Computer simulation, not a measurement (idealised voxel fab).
Proc. module: voxel plated lines
Displayed cross-section: cut, width of 225 nm, square cells sized 5 nm.
A cross-section is written here as square cells arranged in a grid, and it is given in bands from the top down, each band taking up one or more rows of cells. Quick guide to a band line: top height, bottom height (nm) up front; then every material left to right with its width in nm. Only one material and it's marked "full width"? Then it fills the band edge to edge. And "blank" just means empty space. For the purposes of this specification, 0 denotes the height below which the wafer in its as-received condition is composed wholly of one material, and the lowermost band, lacking a lower limit, extends downward without end, as expressed in "0 -> down". Think of "30->40" as a width that walks from the first number to the second as you go down the band, top row to bottom row, taking equal-sized steps from row to row. "changes: none" -> step changed no cross-section cell. Basically, "Enclosed void entries" tells you about the enclosed voids: empty spaces with no open way to the top, 8 cells or bigger, each written width x height at distance, where distance is from the left edge, all in nm. On each step's line, the part that comes after the settings is the simulator's own comment on the step. What "overlay nm" on a step's line means: if the step has a mask, that mask lay this far to the right of its planned place, or, when the value is negative, to the left.

# Here's what the planned process steps look like
1: RECEIVE [material Si]
2: CONFORMAL_DEP [material Al2O3] [thk nm 5]
3: DIRECTIONAL_DEP [material TiN] [thk nm 5]
4: PATTERN [tone open] [mask id LINES] [material resist] [width nm 20] [pitch nm 35] [thk nm 40] [overlay nm 0]
5: EPI [material Ru] [thk nm 5]
6: EPI [material Ru] [thk nm 10]
7: EPI [material Ru] [thk nm 5]
8: STRIP [etch materials resist]
9: DIRECTIONAL_ETCH [etch materials TiN] [depth nm 5]
10: CONFORMAL_DEP [material SiN] [thk nm 5]

# Wafer as received: cross-section following step 1
- 0 -> down = Si full width
- Enclosed void entries: none

# End-of-module cross-section. Starting structure and process plan as above; one mistake made in running it
- 45 -> 40 = 45 nm blank | 30 nm SiN | 5 nm blank | 30 nm SiN | 5 nm blank | 30 nm SiN | 5 nm blank | 30 nm SiN | 45 nm blank
- 40 -> 10 = 45 nm blank | 5 nm SiN | 20 nm Ru | 5 nm SiN | 5 nm blank | 5 nm SiN | 20 nm Ru | 5 nm SiN | 5 nm blank | 5 nm SiN | 20 nm Ru | 5 nm SiN | 5 nm blank | 5 nm SiN | 20 nm Ru | 5 nm SiN | 45 nm blank
- 10 -> 5 = 50 nm SiN | 20 nm TiN | 15 nm SiN | 20 nm TiN | 15 nm SiN | 20 nm TiN | 15 nm SiN | 20 nm TiN | 50 nm SiN
- 5 -> 0 = Al2O3 full width
- 0 -> down = Si full width
- Enclosed void entries: none
What went wrong in running the wafer? in the plan, step 6 was performed twice
